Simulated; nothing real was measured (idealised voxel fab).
process module | voxel trench capacitor
cross-section cut | 200 nm wide | cells 5 nm
A cross-section is a grid of square cells, given in bands from the top down. A band is one or more rows of cells.
Each band's line starts with the height of the band's top and of its bottom, in nm. Then come its materials from left to right, each with its width in nm. One material with "throughout" fills the band from edge to edge. "air" is empty space.
Height 0 is the level under which the wafer as received is all one material. The lowest band goes on downwards, as in "0 down".
A width such as "30 to 40" changes by the same amount from each row of cells to the next, from the band's top row to its bottom row.
"no change" after a step means that no cell of the cross-section changed.
closed voids: empty space of 8 cells or more with no open way to the top, each as width x height at its distance from the left edge, in nm
after a step's settings: what the simulator itself notes on the step
overlay nm, on a step with a mask: how far to the right of its planned place the mask lay; to the left if negative
plan
1 op RECEIVE | material Si
2 op CONFORMAL_DEP | material SiN | thk nm 5
3 op PATTERN | tone open | mask id TRENCH | material resist | width nm 30 | pitch nm 45 | thk nm 15 | overlay nm -15
4 op DIRECTIONAL_ETCH | etch materials SiN | depth nm 5
5 op DIRECTIONAL_ETCH | etch materials Si | depth nm 35
6 op STRIP | etch materials resist
7 op CONFORMAL_DEP | material Al2O3 | thk nm 5
8 op CONFORMAL_DEP | material TiN | thk nm 5
9 op FILL_DEP | material W | thk nm 5
10 op CMP | height nm 5
varied across the wafers: overlay nm of step 3. The plan shows the first wafer's value. All wafers start alike
first wafer as received, after step 1
  0 down: Si throughout
  closed voids: none
first wafer at the end, after step 10
  5 to 0: SiN 45 | Al2O3 5 | TiN 5 | W 10 | TiN 5 | Al2O3 5 | SiN 15 | Al2O3 5 | TiN 5 | W 10 | TiN 5 | Al2O3 5 | SiN 80
  0 to -25: Si 45 | Al2O3 5 | TiN 5 | W 10 | TiN 5 | Al2O3 5 | Si 15 | Al2O3 5 | TiN 5 | W 10 | TiN 5 | Al2O3 5 | Si 80
  -25 to -30: Si 45 | Al2O3 5 | TiN 20 | Al2O3 5 | Si 15 | Al2O3 5 | TiN 20 | Al2O3 5 | Si 80
  -30 to -35: Si 45 | Al2O3 30 | Si 15 | Al2O3 30 | Si 80
  -35 down: Si throughout
  closed voids: none
last wafer at the end
  5 to 0: SiN 75 | Al2O3 5 | TiN 5 | W 10 | TiN 5 | Al2O3 5 | SiN 15 | Al2O3 5 | TiN 5 | W 10 | TiN 5 | Al2O3 5 | SiN 50
  0 to -25: Si 75 | Al2O3 5 | TiN 5 | W 10 | TiN 5 | Al2O3 5 | Si 15 | Al2O3 5 | TiN 5 | W 10 | TiN 5 | Al2O3 5 | Si 50
  -25 to -30: Si 75 | Al2O3 5 | TiN 20 | Al2O3 5 | Si 15 | Al2O3 5 | TiN 20 | Al2O3 5 | Si 50
  -30 to -35: Si 75 | Al2O3 30 | Si 15 | Al2O3 30 | Si 50
  -35 down: Si throughout
  closed voids: none
each wafer at the end: cells of each material gained (+) or lost (-) since it was received, then its closed voids
overlay nm -15 | +40 Al2O3 | -84 Si | +28 SiN | +32 TiN | +24 W | closed voids: none
overlay nm -10 | +40 Al2O3 | -84 Si | +28 SiN | +32 TiN | +24 W | closed voids: none
overlay nm -5 | +40 Al2O3 | -84 Si | +28 SiN | +32 TiN | +24 W | closed voids: none
overlay nm 0 | +40 Al2O3 | -84 Si | +28 SiN | +32 TiN | +24 W | closed voids: none
overlay nm 5 | +40 Al2O3 | -84 Si | +28 SiN | +32 TiN | +24 W | closed voids: none
overlay nm 10 | +40 Al2O3 | -84 Si | +28 SiN | +32 TiN | +24 W | closed voids: none
overlay nm 15 | +40 Al2O3 | -84 Si | +28 SiN | +32 TiN | +24 W | closed voids: none
